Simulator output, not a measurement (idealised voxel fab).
Process module heading - voxel released beams
In the cross-section labelled cut, the width is 260 nm and each square cell is 5 nm.
Format of a cross-section: grid, square cells. Given as bands. Order: top down. Band: one or more rows of cells. Band: top and bottom heights (nm) first, top before bottom; then materials from left to right, widths in nm. "everywhere" marks a sole material filling the band edge to edge. "empty" denotes empty space. Counting heights begins at 0, where everything beneath is, in the wafer as received, one material. The lowest band has no bottom; it goes on downwards, as "0 nm and below" shows. With a width like "30..40", each row of cells in the band differs from the next by the same amount, the top row carrying the first number and the bottom row the second. "same as before" means the step left every cell of the cross-section as it was. The entry titled "Trapped cavities" provides the empty spaces that have no open way to the top, restricted to those of 8 cells or more. Each is presented as width x height at distance, the distance being measured from the left edge, with all three in nm. What comes after the settings on a step's line is commentary from the simulator itself on that step. The setting "overlay nm" may be written on the line of a step. When the step uses a mask, the value reports how far to the right of the planned place the mask lay, and a negative value reports that it lay to the left.

# List of planned process steps
- 1: RECEIVE (material Si)
- 2: CONFORMAL_DEP (material Al2O3; thk nm 10)
- 3: DIRECTIONAL_DEP (material SiO2; thk nm 20)
- 4: MASKED_ETCH (tone open; mask id ANCHOR; width nm 45; etch materials SiO2; depth nm 20; overlay nm 0)
- 5: CONFORMAL_DEP (material W; thk nm 15)
- 6: MASKED_ETCH (tone cover; mask id BEAM; width nm 95; etch materials W; depth nm 15; overlay nm 0)
- 7: STRIP (etch materials SiO2)

# Delivered wafer in cross-section: state after step 1
0 nm and below  Si everywhere
Trapped cavities: none

# First of two wafers at the end of the module, shown in cross-section; run carried out as planned
45 nm to 30 nm  empty (80) | W (20) | empty (15) | W (60) | empty (85)
30 nm to 25 nm  empty (85) | W (15) | empty (15) | W (15) | empty (130)
25 nm to 10 nm  empty (85) | W (45) | empty (130)
10 nm to 0 nm  Al2O3 everywhere
0 nm and below  Si everywhere
Trapped cavities: none

# Cross-sectional image of the second wafer of the two following completion of the module. Starting state and process plan were the same as for the first wafer; one execution error occurred
45 nm to 30 nm  empty (75) | W (25) | empty (15) | W (55) | empty (90)
30 nm to 25 nm  empty (85) | W (15) | empty (15) | W (15) | empty (130)
25 nm to 10 nm  empty (85) | W (45) | empty (130)
10 nm to 0 nm  Al2O3 everywhere
0 nm and below  Si everywhere
Trapped cavities: none
Error vs. plan: step 6: run off-plan, actual operation and settings MASKED_ETCH (tone cover; mask id BEAM; width nm 95; etch materials W; depth nm 15; overlay nm -5)
End check, second vs first wafer: material counts in cells match, positions do not.
